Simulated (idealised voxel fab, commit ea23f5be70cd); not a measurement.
Process module heading - voxel spacer lines
The cross-section on display is named cut; it measures 175 nm wide, and its cells are 5 nm squares.
A cross-section in this document is a grid of square cells, and it is written down as bands, the top band listed before the ones below it; a band is made up of one or more rows of cells.
It is stipulated that each band's entry specify, in nanometres, the height of the top of the band and then that of its bottom, followed by the materials of the band in left-to-right sequence, each together with its width in nanometres. A single material marked by the word "throughout" is understood to fill the band from edge to edge; the word "empty" is understood to denote empty space.
All heights in this document are referenced to 0, defined as the level beneath which the wafer, as received, consists entirely of one material. The lowest band is not bounded below; it extends indefinitely downward and is written in the form "0 -> down".
Note: "30..40" means the width goes from the first number (top row of the band) to the second number (bottom row) in equal steps per row of cells.
Basically "no modifications" means that step didn't change any cell in the cross-section.
Listed in "Voids, sealed": every empty space of 8 or more cells without an open way to the top. Form: width x height at distance, the distance being from the left edge, all in nm.
On each step's line, the part that comes after the settings is the simulator's own comment on the step.
When a step includes a mask, the "overlay nm" setting on its line states how far to the right of its planned place that mask lay, and negative values state how far to the left.

Plan
1: RECEIVE [material Si]
2: CONFORMAL_DEP [material Al2O3] [thk nm 5]
3: DIRECTIONAL_DEP [material SiN] [thk nm 10]
4: DIRECTIONAL_DEP [material polySi] [thk nm 30]
5: PATTERN [tone cover] [mask id MANDREL] [material resist] [width nm 15] [pitch nm 50] [thk nm 35] [overlay nm 0]
6: DIRECTIONAL_ETCH [etch materials polySi] [depth nm 30]
7: STRIP [etch materials resist]
8: CONFORMAL_DEP [material SiO2] [thk nm 10]
9: DIRECTIONAL_ETCH [etch materials SiO2] [depth nm 10]
10: STRIP [etch materials polySi]
11: DIRECTIONAL_ETCH [etch materials SiN] [depth nm 10]
12: STRIP [etch materials SiO2]
13: FILL_DEP [material SiO2] [thk nm 5]
14: CMP [height nm 15]

First of two wafers: run as planned

As-received wafer cross-section (after step 1)
  0 -> down: Si throughout
  Voids, sealed: none

Sectional view: wafer, after step 2
  5 -> 0: Al2O3 throughout
  Under 0: no change, same as before.

Sectional view: wafer, after step 3
  15 -> 5: SiN throughout
  Under 5: no change, same as before.

Sectional view: wafer, after step 4
  45 -> 15: polySi throughout
  Under 15: no change, same as before.

Sectional view: wafer, after step 5
  80 -> 45: 55 of empty / 15 of resist / 35 of empty / 15 of resist / 55 of empty
  Under 45: no change, same as before.

Sectional view: wafer, after step 6
  80 -> 45: 55 of empty / 15 of resist / 35 of empty / 15 of resist / 55 of empty
  45 -> 15: 55 of empty / 15 of polySi / 35 of empty / 15 of polySi / 55 of empty
  Under 15: no change, same as before.

Sectional view: wafer, after step 7
  45 -> 15: 55 of empty / 15 of polySi / 35 of empty / 15 of polySi / 55 of empty
  Under 15: no change, same as before.

Sectional view: wafer, after step 8
  55 -> 45: 45 of empty / 35 of SiO2 / 15 of empty / 35 of SiO2 / 45 of empty
  45 -> 25: 45 of empty / 10 of SiO2 / 15 of polySi / 10 of SiO2 / 15 of empty / 10 of SiO2 / 15 of polySi / 10 of SiO2 / 45 of empty
  25 -> 15: 55 of SiO2 / 15 of polySi / 35 of SiO2 / 15 of polySi / 55 of SiO2
  Under 15: no change, same as before.

Sectional view: wafer, after step 9
  45 -> 15: 45 of empty / 10 of SiO2 / 15 of polySi / 10 of SiO2 / 15 of empty / 10 of SiO2 / 15 of polySi / 10 of SiO2 / 45 of empty
  Under 15: no change, same as before.

Sectional view: wafer, after step 10
  45 -> 15: 45 of empty / 10 of SiO2 / 15 of empty / 10 of SiO2 / 15 of empty / 10 of SiO2 / 15 of empty / 10 of SiO2 / 45 of empty
  Under 15: no change, same as before.

Sectional view: wafer, after step 11
  45 -> 15: 45 of empty / 10 of SiO2 / 15 of empty / 10 of SiO2 / 15 of empty / 10 of SiO2 / 15 of empty / 10 of SiO2 / 45 of empty
  15 -> 5: 45 of empty / 10 of SiN / 15 of empty / 10 of SiN / 15 of empty / 10 of SiN / 15 of empty / 10 of SiN / 45 of empty
  Under 5: no change, same as before.

Sectional view: wafer, after step 12
  15 -> 5: 45 of empty / 10 of SiN / 15 of empty / 10 of SiN / 15 of empty / 10 of SiN / 15 of empty / 10 of SiN / 45 of empty
  Under 5: no change, same as before.

Sectional view: wafer, after step 13
  20 -> 15: SiO2 throughout
  15 -> 5: 45 of SiO2 / 10 of SiN / 15 of SiO2 / 10 of SiN / 15 of SiO2 / 10 of SiN / 15 of SiO2 / 10 of SiN / 45 of SiO2
  Under 5: no change, same as before.

Sectional view: wafer, after step 14
  15 -> 5: 45 of SiO2 / 10 of SiN / 15 of SiO2 / 10 of SiN / 15 of SiO2 / 10 of SiN / 15 of SiO2 / 10 of SiN / 45 of SiO2
  Under 5: no change, same as before.

For the second wafer, take the first wafer's start and plan, then add one mistake made in running it; everything through step 4, that step included, is shared with the first

Second wafer at the planned finish of step 5, seen in cross-section
  80 -> 45: 60 of empty / 15 of resist / 35 of empty / 15 of resist / 50 of empty
  Under 45: no change, same as before.

Second wafer at the planned finish of step 6, seen in cross-section
  80 -> 45: 60 of empty / 15 of resist / 35 of empty / 15 of resist / 50 of empty
  45 -> 15: 60 of empty / 15 of polySi / 35 of empty / 15 of polySi / 50 of empty
  Under 15: no change, same as before.

Second wafer at the planned finish of step 7, seen in cross-section
  45 -> 15: 60 of empty / 15 of polySi / 35 of empty / 15 of polySi / 50 of empty
  Under 15: no change, same as before.

Second wafer at the planned finish of step 8, seen in cross-section
  55 -> 45: 50 of empty / 35 of SiO2 / 15 of empty / 35 of SiO2 / 40 of empty
  45 -> 25: 50 of empty / 10 of SiO2 / 15 of polySi / 10 of SiO2 / 15 of empty / 10 of SiO2 / 15 of polySi / 10 of SiO2 / 40 of empty
  25 -> 15: 60 of SiO2 / 15 of polySi / 35 of SiO2 / 15 of polySi / 50 of SiO2
  Under 15: no change, same as before.

Second wafer at the planned finish of step 9, seen in cross-section
  45 -> 15: 50 of empty / 10 of SiO2 / 15 of polySi / 10 of SiO2 / 15 of empty / 10 of SiO2 / 15 of polySi / 10 of SiO2 / 40 of empty
  Under 15: no change, same as before.

Second wafer at the planned finish of step 10, seen in cross-section
  45 -> 15: 50 of empty / 10 of SiO2 / 15 of empty / 10 of SiO2 / 15 of empty / 10 of SiO2 / 15 of empty / 10 of SiO2 / 40 of empty
  Under 15: no change, same as before.

Second wafer at the planned finish of step 11, seen in cross-section
  45 -> 15: 50 of empty / 10 of SiO2 / 15 of empty / 10 of SiO2 / 15 of empty / 10 of SiO2 / 15 of empty / 10 of SiO2 / 40 of empty
  15 -> 5: 50 of empty / 10 of SiN / 15 of empty / 10 of SiN / 15 of empty / 10 of SiN / 15 of empty / 10 of SiN / 40 of empty
  Under 5: no change, same as before.

Second wafer at the planned finish of step 12, seen in cross-section
  15 -> 5: 50 of empty / 10 of SiN / 15 of empty / 10 of SiN / 15 of empty / 10 of SiN / 15 of empty / 10 of SiN / 40 of empty
  Under 5: no change, same as before.

Second wafer at the planned finish of step 13, seen in cross-section
  20 -> 15: SiO2 throughout
  15 -> 5: 50 of SiO2 / 10 of SiN / 15 of SiO2 / 10 of SiN / 15 of SiO2 / 10 of SiN / 15 of SiO2 / 10 of SiN / 40 of SiO2
  Under 5: no change, same as before.

Second wafer at the planned finish of step 14, seen in cross-section
  15 -> 5: 50 of SiO2 / 10 of SiN / 15 of SiO2 / 10 of SiN / 15 of SiO2 / 10 of SiN / 15 of SiO2 / 10 of SiN / 40 of SiO2
  Under 5: no change, same as before.
What was the processing mistake? off-plan run, step 5, actual operation and settings PATTERN [tone cover] [mask id MANDREL] [material resist] [width nm 15] [pitch nm 50] [thk nm 35] [overlay nm 5]
Heads up: at the end the two wafers have identical cell counts per material, they're just laid out differently.
